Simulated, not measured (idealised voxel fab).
process module | voxel double patterning
cross-section cut | 170 nm wide | cells 5 nm
A cross-section is a grid of square cells, given in bands from the top down. A band is one or more rows of cells.
Each band's line starts with the height of the band's top and of its bottom, in nm. Then come its materials from left to right, each with its width in nm. One material with "throughout" fills the band from edge to edge. "air" is empty space.
Height 0 is the level under which the wafer as received is all one material. The lowest band goes on downwards, as in "0 down".
A width such as "30 to 40" changes by the same amount from each row of cells to the next, from the band's top row to its bottom row.
"no change" after a step means that no cell of the cross-section changed.
closed voids: empty space of 8 cells or more with no open way to the top, each as width x height at its distance from the left edge, in nm
after a step's settings: what the simulator itself notes on the step
overlay nm, on a step with a mask: how far to the right of its planned place the mask lay; to the left if negative
plan
1 op RECEIVE | material Si
2 op CONFORMAL_DEP | material SiN | thk nm 10
3 op DIRECTIONAL_DEP | material SiO2 | thk nm 15
4 op DIRECTIONAL_DEP | material SiCN | thk nm 5
5 op PATTERN | tone open | mask id FIRST | material resist | width nm 15 | pitch nm 50 | thk nm 15 | overlay nm 0
6 op DIRECTIONAL_ETCH | etch materials SiCN | depth nm 5
7 op STRIP | etch materials resist
8 op DIRECTIONAL_DEP | material aC | thk nm 10
9 op PATTERN | tone open | mask id SECOND | material resist | width nm 15 | thk nm 30 | overlay nm 0
10 op DIRECTIONAL_ETCH | etch materials aC | depth nm 10
11 op STRIP | etch materials resist
12 op DIRECTIONAL_ETCH | etch materials SiCN | depth nm 5
13 op STRIP | etch materials aC
14 op DIRECTIONAL_ETCH | etch materials SiO2 | depth nm 15
15 op STRIP | etch materials SiCN
varied across the wafers: width nm of step 5. The plan shows the first wafer's value. All wafers start alike
first wafer as received, after step 1
  0 down: Si throughout
  closed voids: none
each wafer at the end: cells of each material gained (+) or lost (-) since it was received, then its closed voids
width nm 15 | +68 SiN | +75 SiO2 | closed voids: none
width nm 20 | +68 SiN | +69 SiO2 | closed voids: none
width nm 25 | +68 SiN | +63 SiO2 | closed voids: none
width nm 30 | +68 SiN | +57 SiO2 | closed voids: none
